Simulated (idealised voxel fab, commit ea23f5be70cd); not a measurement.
process module | voxel transistor to metal
cross-section cut | 155 nm wide | cells 5 nm
A cross-section is a grid of square cells, given in bands from the top down. A band is one or more rows of cells.
Each band's line starts with the height of the band's top and of its bottom, in nm. Then come its materials from left to right, each with its width in nm. One material with "throughout" fills the band from edge to edge. "air" is empty space.
Height 0 is the level under which the wafer as received is all one material. The lowest band goes on downwards, as in "0 down".
A width such as "30 to 40" changes by the same amount from each row of cells to the next, from the band's top row to its bottom row.
"no change" after a step means that no cell of the cross-section changed.
closed voids: empty space of 8 cells or more with no open way to the top, each as width x height at its distance from the left edge, in nm
after a step's settings: what the simulator itself notes on the step
overlay nm, on a step with a mask: how far to the right of its planned place the mask lay; to the left if negative
plan
1 op RECEIVE | material Si
2 op OXIDIZE | depth nm 5
3 op CONFORMAL_DEP | material SiN | thk nm 15
4 op MASKED_ETCH | tone cover | mask id ACTIVE | width nm 105 | etch materials SiN | depth nm 15 | overlay nm 0
5 op MASKED_ETCH | tone cover | mask id ACTIVE | width nm 105 | etch materials SiO2 | depth nm 5 | overlay nm 0
6 op MASKED_ETCH | tone cover | mask id ACTIVE | width nm 105 | etch materials Si | depth nm 35 | overlay nm 0
7 op OXIDIZE | depth nm 5
8 op FILL_DEP | material SiO2 | thk nm 10
9 op CMP | height nm 15
10 op SELECTIVE_ETCH | etch materials SiO2 | depth nm 10
11 op STRIP | etch materials SiN
12 op SELECTIVE_ETCH | etch materials SiO2 | depth nm 5
13 op OXIDIZE | depth nm 5
14 op DIRECTIONAL_DEP | material polySi | thk nm 25
15 op DIRECTIONAL_DEP | material SiCN | thk nm 15
16 op DIRECTIONAL_DEP | material aC | thk nm 10
17 op PATTERN | tone cover | mask id GATE | material resist | width nm 15 | thk nm 25 | overlay nm 0
18 op DIRECTIONAL_ETCH | etch materials aC | depth nm 10
19 op STRIP | etch materials resist
20 op DIRECTIONAL_ETCH | etch materials SiCN | depth nm 25
21 op DIRECTIONAL_ETCH | etch materials polySi | depth nm 35
22 op STRIP | etch materials aC
23 op CONFORMAL_DEP | material SiO2 | thk nm 5
24 op DIRECTIONAL_ETCH | etch materials SiO2 | depth nm 5
25 op CONFORMAL_DEP | material SiN | thk nm 10
26 op DIRECTIONAL_ETCH | etch materials SiN | depth nm 10
27 op DIRECTIONAL_ETCH | etch materials SiO2 | depth nm 5
28 op DIRECTIONAL_ETCH | etch materials Si | depth nm 5
29 op EPI | material pSi | thk nm 10
30 op FILL_DEP | material SiO2 | thk nm 5
31 op CMP | height nm 35
32 op DIRECTIONAL_DEP | material SiO2 | thk nm 15
33 op PATTERN | tone open | mask id CONTACT | material resist | width nm 20 | pitch nm 65 | thk nm 20 | overlay nm 0
34 op DIRECTIONAL_ETCH | etch materials SiO2 | depth nm 50
35 op STRIP | etch materials resist
36 op CONFORMAL_DEP | material TiN | thk nm 5
37 op FILL_DEP | material W | thk nm 5
38 op CMP | height nm 50
39 op CONFORMAL_DEP | material SiCN | thk nm 5
40 op DIRECTIONAL_DEP | material SiO2 | thk nm 25
41 op PATTERN | tone open | mask id METAL_1 | material resist | width nm 20 | pitch nm 65 | thk nm 15 | overlay nm 0
42 op DIRECTIONAL_ETCH | etch materials SiO2 | depth nm 25
43 op DIRECTIONAL_ETCH | etch materials SiCN | depth nm 5
44 op STRIP | etch materials resist
45 op CONFORMAL_DEP | material TiN | thk nm 5
46 op FILL_DEP | material W | thk nm 5
47 op CMP | height nm 80
48 op EPI | material Ru | thk nm 5
49 op FILL_DEP | material SiCN | thk nm 5
first wafer, as planned
as received, after step 1
  0 down: Si throughout
  closed voids: none
after step 2
  0 to -5: SiO2 throughout
  below -5: unchanged
after step 3
  15 to 0: SiN throughout
  below 0: unchanged
after step 4
  15 to 0: air 25 | SiN 105 | air 25
  below 0: unchanged
after step 5
  15 to 0: air 25 | SiN 105 | air 25
  0 to -5: air 25 | SiO2 105 | air 25
  below -5: unchanged
after step 6
  15 to 0: air 25 | SiN 105 | air 25
  0 to -5: air 25 | SiO2 105 | air 25
  -5 to -40: air 25 | Si 105 | air 25
  below -40: unchanged
after step 7
  15 to 0: air 25 | SiN 105 | air 25
  0 to -5: air 25 | SiO2 105 | air 25
  -5 to -40: air 25 | SiO2 5 | Si 95 | SiO2 5 | air 25
  -40 to -45: SiO2 30 | Si 95 | SiO2 30
  below -45: unchanged
after step 8
  25 to 15: SiO2 throughout
  15 to 0: SiO2 25 | SiN 105 | SiO2 25
  0 to -5: SiO2 throughout
  -5 to -45: SiO2 30 | Si 95 | SiO2 30
  below -45: unchanged
after step 9
  15 to 0: SiO2 25 | SiN 105 | SiO2 25
  below 0: unchanged
after step 10
  15 to 5: air 25 | SiN 105 | air 25
  below 5: unchanged
after step 11
  5 to 0: SiO2 25 | air 105 | SiO2 25
  below 0: unchanged
after step 12
  0 to -5: SiO2 20 | air 115 | SiO2 20
  below -5: unchanged
after step 13
  0 to -5: SiO2 20 | air 115 | SiO2 20
  -5 to -10: SiO2 throughout
  below -10: unchanged
after step 14
  25 to 20: polySi 20 | air 115 | polySi 20
  20 to 0: polySi throughout
  0 to -5: SiO2 20 | polySi 115 | SiO2 20
  below -5: unchanged
after step 15
  40 to 35: SiCN 20 | air 115 | SiCN 20
  35 to 25: SiCN throughout
  25 to 20: polySi 20 | SiCN 115 | polySi 20
  below 20: unchanged
after step 16
  50 to 45: aC 20 | air 115 | aC 20
  45 to 40: aC throughout
  40 to 35: SiCN 20 | aC 115 | SiCN 20
  below 35: unchanged
after step 17
  75 to 50: air 70 | resist 15 | air 70
  50 to 45: aC 20 | air 50 | resist 15 | air 50 | aC 20
  below 45: unchanged
after step 18
  65 to 45: air 70 | resist 15 | air 70
  45 to 40: air 70 | aC 15 | air 70
  40 to 35: SiCN 20 | air 50 | aC 15 | air 50 | SiCN 20
  below 35: unchanged
after step 19
  45 to 40: air 70 | aC 15 | air 70
  below 40: unchanged
after step 20
  45 to 35: air 70 | aC 15 | air 70
  35 to 25: air 70 | SiCN 15 | air 70
  25 to 20: polySi 20 | air 50 | SiCN 15 | air 50 | polySi 20
  below 20: unchanged
after step 21
  45 to 35: air 70 | aC 15 | air 70
  35 to 20: air 70 | SiCN 15 | air 70
  20 to 0: air 70 | polySi 15 | air 70
  0 to -5: SiO2 20 | air 50 | polySi 15 | air 50 | SiO2 20
  below -5: unchanged
after step 22
  35 to 20: air 70 | SiCN 15 | air 70
  below 20: unchanged
after step 23
  40 to 35: air 65 | SiO2 25 | air 65
  35 to 20: air 65 | SiO2 5 | SiCN 15 | SiO2 5 | air 65
  20 to 5: air 65 | SiO2 5 | polySi 15 | SiO2 5 | air 65
  5 to 0: SiO2 25 | air 40 | SiO2 5 | polySi 15 | SiO2 5 | air 40 | SiO2 25
  0 to -5: SiO2 70 | polySi 15 | SiO2 70
  below -5: unchanged
after step 24
  35 to 20: air 65 | SiO2 5 | SiCN 15 | SiO2 5 | air 65
  20 to 0: air 65 | SiO2 5 | polySi 15 | SiO2 5 | air 65
  0 to -5: SiO2 25 | air 40 | SiO2 5 | polySi 15 | SiO2 5 | air 40 | SiO2 25
  below -5: unchanged
after step 25
  45 to 35: air 55 | SiN 45 | air 55
  35 to 20: air 55 | SiN 10 | SiO2 5 | SiCN 15 | SiO2 5 | SiN 10 | air 55
  20 to 10: air 55 | SiN 10 | SiO2 5 | polySi 15 | SiO2 5 | SiN 10 | air 55
  10 to 5: SiN 35 | air 20 | SiN 10 | SiO2 5 | polySi 15 | SiO2 5 | SiN 10 | air 20 | SiN 35
  5 to 0: SiN 65 | SiO2 5 | polySi 15 | SiO2 5 | SiN 65
  0 to -5: SiO2 25 | SiN 40 | SiO2 5 | polySi 15 | SiO2 5 | SiN 40 | SiO2 25
  below -5: unchanged
after step 26
  35 to 20: air 55 | SiN 10 | SiO2 5 | SiCN 15 | SiO2 5 | SiN 10 | air 55
  20 to 0: air 55 | SiN 10 | SiO2 5 | polySi 15 | SiO2 5 | SiN 10 | air 55
  0 to -5: SiO2 25 | SiN 10 | air 20 | SiN 10 | SiO2 5 | polySi 15 | SiO2 5 | SiN 10 | air 20 | SiN 10 | SiO2 25
  below -5: unchanged
after step 27
  35 to 30: air 55 | SiN 10 | air 5 | SiCN 15 | air 5 | SiN 10 | air 55
  30 to 20: air 55 | SiN 10 | SiO2 5 | SiCN 15 | SiO2 5 | SiN 10 | air 55
  20 to 0: air 55 | SiN 10 | SiO2 5 | polySi 15 | SiO2 5 | SiN 10 | air 55
  0 to -5: air 25 | SiN 10 | air 20 | SiN 10 | SiO2 5 | polySi 15 | SiO2 5 | SiN 10 | air 20 | SiN 10 | air 25
  -5 to -10: SiO2 35 | air 20 | SiO2 45 | air 20 | SiO2 35
  below -10: unchanged
after step 28
  35 to 30: air 55 | SiN 10 | air 5 | SiCN 15 | air 5 | SiN 10 | air 55
  30 to 20: air 55 | SiN 10 | SiO2 5 | SiCN 15 | SiO2 5 | SiN 10 | air 55
  20 to 0: air 55 | SiN 10 | SiO2 5 | polySi 15 | SiO2 5 | SiN 10 | air 55
  0 to -5: air 25 | SiN 10 | air 20 | SiN 10 | SiO2 5 | polySi 15 | SiO2 5 | SiN 10 | air 20 | SiN 10 | air 25
  -5 to -10: SiO2 35 | air 20 | SiO2 45 | air 20 | SiO2 35
  -10 to -15: SiO2 30 | Si 5 | air 20 | Si 45 | air 20 | Si 5 | SiO2 30
  below -15: unchanged
after step 29
  35 to 30: air 55 | SiN 10 | air 5 | SiCN 15 | air 5 | SiN 10 | air 55
  30 to 20: air 55 | SiN 10 | SiO2 5 | SiCN 15 | SiO2 5 | SiN 10 | air 55
  20 to 0: air 55 | SiN 10 | SiO2 5 | polySi 15 | SiO2 5 | SiN 10 | air 55
  0 to -5: air 25 | SiN 10 | pSi 20 | SiN 10 | SiO2 5 | polySi 15 | SiO2 5 | SiN 10 | pSi 20 | SiN 10 | air 25
  -5 to -10: SiO2 35 | pSi 20 | SiO2 45 | pSi 20 | SiO2 35
  -10 to -15: SiO2 30 | Si 5 | pSi 20 | Si 45 | pSi 20 | Si 5 | SiO2 30
  below -15: unchanged
after step 30
  40 to 35: SiO2 throughout
  35 to 20: SiO2 55 | SiN 10 | SiO2 5 | SiCN 15 | SiO2 5 | SiN 10 | SiO2 55
  20 to 0: SiO2 55 | SiN 10 | SiO2 5 | polySi 15 | SiO2 5 | SiN 10 | SiO2 55
  0 to -5: SiO2 25 | SiN 10 | pSi 20 | SiN 10 | SiO2 5 | polySi 15 | SiO2 5 | SiN 10 | pSi 20 | SiN 10 | SiO2 25
  below -5: unchanged
after step 31
  35 to 20: SiO2 55 | SiN 10 | SiO2 5 | SiCN 15 | SiO2 5 | SiN 10 | SiO2 55
  below 20: unchanged
after step 32
  50 to 35: SiO2 throughout
  below 35: unchanged
after step 33
  70 to 50: resist 35 | air 20 | resist 45 | air 20 | resist 35
  below 50: unchanged
after step 34
  70 to 50: resist 35 | air 20 | resist 45 | air 20 | resist 35
  50 to 35: SiO2 35 | air 20 | SiO2 45 | air 20 | SiO2 35
  35 to 20: SiO2 35 | air 20 | SiN 10 | SiO2 5 | SiCN 15 | SiO2 5 | SiN 10 | air 20 | SiO2 35
  20 to 0: SiO2 35 | air 20 | SiN 10 | SiO2 5 | polySi 15 | SiO2 5 | SiN 10 | air 20 | SiO2 35
  below 0: unchanged
after step 35
  50 to 35: SiO2 35 | air 20 | SiO2 45 | air 20 | SiO2 35
  below 35: unchanged
after step 36
  55 to 50: TiN 40 | air 10 | TiN 55 | air 10 | TiN 40
  50 to 35: SiO2 35 | TiN 5 | air 10 | TiN 5 | SiO2 45 | TiN 5 | air 10 | TiN 5 | SiO2 35
  35 to 20: SiO2 35 | TiN 5 | air 10 | TiN 5 | SiN 10 | SiO2 5 | SiCN 15 | SiO2 5 | SiN 10 | TiN 5 | air 10 | TiN 5 | SiO2 35
  20 to 5: SiO2 35 | TiN 5 | air 10 | TiN 5 | SiN 10 | SiO2 5 | polySi 15 | SiO2 5 | SiN 10 | TiN 5 | air 10 | TiN 5 | SiO2 35
  5 to 0: SiO2 35 | TiN 20 | SiN 10 | SiO2 5 | polySi 15 | SiO2 5 | SiN 10 | TiN 20 | SiO2 35
  below 0: unchanged
after step 37
  60 to 55: W throughout
  55 to 50: TiN 40 | W 10 | TiN 55 | W 10 | TiN 40
  50 to 35: SiO2 35 | TiN 5 | W 10 | TiN 5 | SiO2 45 | TiN 5 | W 10 | TiN 5 | SiO2 35
  35 to 20: SiO2 35 | TiN 5 | W 10 | TiN 5 | SiN 10 | SiO2 5 | SiCN 15 | SiO2 5 | SiN 10 | TiN 5 | W 10 | TiN 5 | SiO2 35
  20 to 5: SiO2 35 | TiN 5 | W 10 | TiN 5 | SiN 10 | SiO2 5 | polySi 15 | SiO2 5 | SiN 10 | TiN 5 | W 10 | TiN 5 | SiO2 35
  below 5: unchanged
after step 38
  50 to 35: SiO2 35 | TiN 5 | W 10 | TiN 5 | SiO2 45 | TiN 5 | W 10 | TiN 5 | SiO2 35
  below 35: unchanged
after step 39
  55 to 50: SiCN throughout
  below 50: unchanged
after step 40
  80 to 55: SiO2 throughout
  below 55: unchanged
after step 41
  95 to 80: resist 35 | air 20 | resist 45 | air 20 | resist 35
  below 80: unchanged
after step 42
  95 to 80: resist 35 | air 20 | resist 45 | air 20 | resist 35
  80 to 55: SiO2 35 | air 20 | SiO2 45 | air 20 | SiO2 35
  below 55: unchanged
after step 43
  95 to 80: resist 35 | air 20 | resist 45 | air 20 | resist 35
  80 to 55: SiO2 35 | air 20 | SiO2 45 | air 20 | SiO2 35
  55 to 50: SiCN 35 | air 20 | SiCN 45 | air 20 | SiCN 35
  below 50: unchanged
after step 44
  80 to 55: SiO2 35 | air 20 | SiO2 45 | air 20 | SiO2 35
  below 55: unchanged
after step 45
  85 to 80: TiN 40 | air 10 | TiN 55 | air 10 | TiN 40
  80 to 55: SiO2 35 | TiN 5 | air 10 | TiN 5 | SiO2 45 | TiN 5 | air 10 | TiN 5 | SiO2 35
  55 to 50: SiCN 35 | TiN 20 | SiCN 45 | TiN 20 | SiCN 35
  below 50: unchanged
after step 46
  90 to 85: W throughout
  85 to 80: TiN 40 | W 10 | TiN 55 | W 10 | TiN 40
  80 to 55: SiO2 35 | TiN 5 | W 10 | TiN 5 | SiO2 45 | TiN 5 | W 10 | TiN 5 | SiO2 35
  below 55: unchanged
after step 47
  80 to 55: SiO2 35 | TiN 5 | W 10 | TiN 5 | SiO2 45 | TiN 5 | W 10 | TiN 5 | SiO2 35
  below 55: unchanged
after step 48
  85 to 80: air 30 | Ru 30 | air 35 | Ru 30 | air 30
  below 80: unchanged
after step 49
  90 to 85: SiCN throughout
  85 to 80: SiCN 30 | Ru 30 | SiCN 35 | Ru 30 | SiCN 30
  below 80: unchanged
second wafer: like start, like plan, one mistake. Through step 27 it matches the first wafer
when step 28 should have ended
  35 to 30: air 55 | SiN 10 | air 5 | SiCN 15 | air 5 | SiN 10 | air 55
  30 to 20: air 55 | SiN 10 | SiO2 5 | SiCN 15 | SiO2 5 | SiN 10 | air 55
  20 to 0: air 55 | SiN 10 | SiO2 5 | polySi 15 | SiO2 5 | SiN 10 | air 55
  0 to -5: air 25 | SiN 10 | pSi 20 | SiN 10 | SiO2 5 | polySi 15 | SiO2 5 | SiN 10 | pSi 20 | SiN 10 | air 25
  -5 to -10: SiO2 35 | pSi 20 | SiO2 45 | pSi 20 | SiO2 35
  below -10: unchanged
when step 29 should have ended
  35 to 30: air 55 | SiN 10 | air 5 | SiCN 15 | air 5 | SiN 10 | air 55
  30 to 20: air 55 | SiN 10 | SiO2 5 | SiCN 15 | SiO2 5 | SiN 10 | air 55
  20 to 0: air 55 | SiN 10 | SiO2 5 | polySi 15 | SiO2 5 | SiN 10 | air 55
  0 to -5: air 25 | SiN 10 | air 20 | SiN 10 | SiO2 5 | polySi 15 | SiO2 5 | SiN 10 | air 20 | SiN 10 | air 25
  below -5: unchanged
when step 30 should have ended
  40 to 35: SiO2 throughout
  35 to 20: SiO2 55 | SiN 10 | SiO2 5 | SiCN 15 | SiO2 5 | SiN 10 | SiO2 55
  20 to 0: SiO2 55 | SiN 10 | SiO2 5 | polySi 15 | SiO2 5 | SiN 10 | SiO2 55
  0 to -5: SiO2 25 | SiN 10 | SiO2 20 | SiN 10 | SiO2 5 | polySi 15 | SiO2 5 | SiN 10 | SiO2 20 | SiN 10 | SiO2 25
  below -5: unchanged
when step 31 should have ended
  35 to 20: SiO2 55 | SiN 10 | SiO2 5 | SiCN 15 | SiO2 5 | SiN 10 | SiO2 55
  below 20: unchanged
when step 32 should have ended
  50 to 35: SiO2 throughout
  below 35: unchanged
when step 33 should have ended
  70 to 50: resist 35 | air 20 | resist 45 | air 20 | resist 35
  below 50: unchanged
when step 34 should have ended
  70 to 50: resist 35 | air 20 | resist 45 | air 20 | resist 35
  50 to 35: SiO2 35 | air 20 | SiO2 45 | air 20 | SiO2 35
  35 to 20: SiO2 35 | air 20 | SiN 10 | SiO2 5 | SiCN 15 | SiO2 5 | SiN 10 | air 20 | SiO2 35
  20 to 0: SiO2 35 | air 20 | SiN 10 | SiO2 5 | polySi 15 | SiO2 5 | SiN 10 | air 20 | SiO2 35
  below 0: unchanged
when step 35 should have ended
  50 to 35: SiO2 35 | air 20 | SiO2 45 | air 20 | SiO2 35
  below 35: unchanged
when step 36 should have ended
  55 to 50: TiN 40 | air 10 | TiN 55 | air 10 | TiN 40
  50 to 35: SiO2 35 | TiN 5 | air 10 | TiN 5 | SiO2 45 | TiN 5 | air 10 | TiN 5 | SiO2 35
  35 to 20: SiO2 35 | TiN 5 | air 10 | TiN 5 | SiN 10 | SiO2 5 | SiCN 15 | SiO2 5 | SiN 10 | TiN 5 | air 10 | TiN 5 | SiO2 35
  20 to 5: SiO2 35 | TiN 5 | air 10 | TiN 5 | SiN 10 | SiO2 5 | polySi 15 | SiO2 5 | SiN 10 | TiN 5 | air 10 | TiN 5 | SiO2 35
  5 to 0: SiO2 35 | TiN 20 | SiN 10 | SiO2 5 | polySi 15 | SiO2 5 | SiN 10 | TiN 20 | SiO2 35
  below 0: unchanged
when step 37 should have ended
  60 to 55: W throughout
  55 to 50: TiN 40 | W 10 | TiN 55 | W 10 | TiN 40
  50 to 35: SiO2 35 | TiN 5 | W 10 | TiN 5 | SiO2 45 | TiN 5 | W 10 | TiN 5 | SiO2 35
  35 to 20: SiO2 35 | TiN 5 | W 10 | TiN 5 | SiN 10 | SiO2 5 | SiCN 15 | SiO2 5 | SiN 10 | TiN 5 | W 10 | TiN 5 | SiO2 35
  20 to 5: SiO2 35 | TiN 5 | W 10 | TiN 5 | SiN 10 | SiO2 5 | polySi 15 | SiO2 5 | SiN 10 | TiN 5 | W 10 | TiN 5 | SiO2 35
  below 5: unchanged
when step 38 should have ended
  50 to 35: SiO2 35 | TiN 5 | W 10 | TiN 5 | SiO2 45 | TiN 5 | W 10 | TiN 5 | SiO2 35
  below 35: unchanged
when step 39 should have ended
  55 to 50: SiCN throughout
  below 50: unchanged
when step 40 should have ended
  80 to 55: SiO2 throughout
  below 55: unchanged
when step 41 should have ended
  95 to 80: resist 35 | air 20 | resist 45 | air 20 | resist 35
  below 80: unchanged
when step 42 should have ended
  95 to 80: resist 35 | air 20 | resist 45 | air 20 | resist 35
  80 to 55: SiO2 35 | air 20 | SiO2 45 | air 20 | SiO2 35
  below 55: unchanged
when step 43 should have ended
  95 to 80: resist 35 | air 20 | resist 45 | air 20 | resist 35
  80 to 55: SiO2 35 | air 20 | SiO2 45 | air 20 | SiO2 35
  55 to 50: SiCN 35 | air 20 | SiCN 45 | air 20 | SiCN 35
  below 50: unchanged
when step 44 should have ended
  80 to 55: SiO2 35 | air 20 | SiO2 45 | air 20 | SiO2 35
  below 55: unchanged
when step 45 should have ended
  85 to 80: TiN 40 | air 10 | TiN 55 | air 10 | TiN 40
  80 to 55: SiO2 35 | TiN 5 | air 10 | TiN 5 | SiO2 45 | TiN 5 | air 10 | TiN 5 | SiO2 35
  55 to 50: SiCN 35 | TiN 20 | SiCN 45 | TiN 20 | SiCN 35
  below 50: unchanged
when step 46 should have ended
  90 to 85: W throughout
  85 to 80: TiN 40 | W 10 | TiN 55 | W 10 | TiN 40
  80 to 55: SiO2 35 | TiN 5 | W 10 | TiN 5 | SiO2 45 | TiN 5 | W 10 | TiN 5 | SiO2 35
  below 55: unchanged
when step 47 should have ended
  80 to 55: SiO2 35 | TiN 5 | W 10 | TiN 5 | SiO2 45 | TiN 5 | W 10 | TiN 5 | SiO2 35
  below 55: unchanged
when step 48 should have ended
  85 to 80: air 30 | Ru 30 | air 35 | Ru 30 | air 30
  below 80: unchanged
when step 49 should have ended
  90 to 85: SiCN throughout
  85 to 80: SiCN 30 | Ru 30 | SiCN 35 | Ru 30 | SiCN 30
  below 80: unchanged
what went wrong: steps 28 and 29 were swapped
at the end the second wafer has, in cells: 8 more of Si | 8 more of SiO2 | 16 fewer of pSi
